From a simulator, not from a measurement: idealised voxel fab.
This is a process module. Its name is voxel self aligned vias.
The cross-section shown here is cut; it is 145 nm wide and divided into square cells measuring 5 nm on a side.
Cross-section format: a grid of square cells, given as bands from top to bottom; each band is one or more rows of cells.
The band entry comprises the height of the band's top followed by the height of its bottom, expressed in nm, and subsequently the band's materials from left to right, each stated together with its width in nm. Where a single material is marked with the word "throughout", that material fills the band from edge to edge. The word "air" represents empty space.
Below 0: as-received wafer, all one material; heights counted from there. Lowest band: no bottom, goes on down, written "0 nm and below".
A width such as "30->40" changes by the same amount from each row of cells to the next, from the band's top row to its bottom row.
When a step is marked "nothing changed", none of the cells in the cross-section changed during that step.
The list in "Trapped cavities" covers empty spaces of 8 cells or more that cannot reach the top through any open way, and it gives each as width x height at distance; the distance is from the left edge, and width, height and distance are in nm.
Heads up: the bit after the settings on a step's line is the simulator's remark on that step.
"overlay nm", when on a step's line for a step with a mask, measures how far to the right of its planned place the mask lay; a negative measure means to the left.
The following list gives the planned process steps
1 op RECEIVE | material Si
2 op CONFORMAL_DEP | material SiO2 | thk nm 10
3 op CONFORMAL_DEP | material SiCN | thk nm 5
4 op DIRECTIONAL_DEP | material SiO2 | thk nm 20
5 op MASKED_ETCH | tone open | mask id LINES | width nm 20 | pitch nm 45 | etch materials SiO2 | depth nm 20 | overlay nm -15
6 op CONFORMAL_DEP | material TiN | thk nm 5
7 op FILL_DEP | material W | thk nm 5
8 op CMP | height nm 35
9 op SELECTIVE_ETCH | etch materials W Ru TiN | depth nm 10
10 op FILL_DEP | material SiN | thk nm 10
11 op CMP | height nm 35
12 op DIRECTIONAL_DEP | material SiO2 | thk nm 15
13 op PATTERN | tone open | mask id VIAS | material resist | width nm 30 | thk nm 20 | overlay nm 0
14 op DIRECTIONAL_ETCH | etch materials SiO2 | depth nm 15
15 op DIRECTIONAL_ETCH | etch materials SiN | depth nm 10
16 op STRIP | etch materials resist
17 op CONFORMAL_DEP | material TiN | thk nm 5
18 op FILL_DEP | material W | thk nm 5
19 op CMP | height nm 50
20 op CONFORMAL_DEP | material SiCN | thk nm 5
Same starting wafers, different overlay nm at step 5. Plan value belongs to the first wafer.
Here's the first of the wafers in cross-section, just as we got it, i.e. after step 1
    0 nm and below = Si throughout
    Trapped cavities: none
Below is a per-wafer table. In it, each row describes the wafer at the end of the module by giving, for each material, the number of cells gained (+) or lost (-) since the wafer was received, and after that the closed voids of the wafer
overlay nm -15; +58 SiCN; +12 SiN; +211 SiO2; +26 TiN; +12 W; Trapped cavities: none
overlay nm -10; +58 SiCN; +10 SiN; +211 SiO2; +26 TiN; +14 W; Trapped cavities: none
overlay nm -5; +58 SiCN; +8 SiN; +211 SiO2; +26 TiN; +16 W; Trapped cavities: none
overlay nm 0; +58 SiCN; +8 SiN; +211 SiO2; +26 TiN; +16 W; Trapped cavities: none
overlay nm 5; +58 SiCN; +8 SiN; +211 SiO2; +26 TiN; +16 W; Trapped cavities: none
overlay nm 10; +58 SiCN; +10 SiN; +211 SiO2; +26 TiN; +14 W; Trapped cavities: none
overlay nm 15; +58 SiCN; +12 SiN; +211 SiO2; +26 TiN; +12 W; Trapped cavities: none
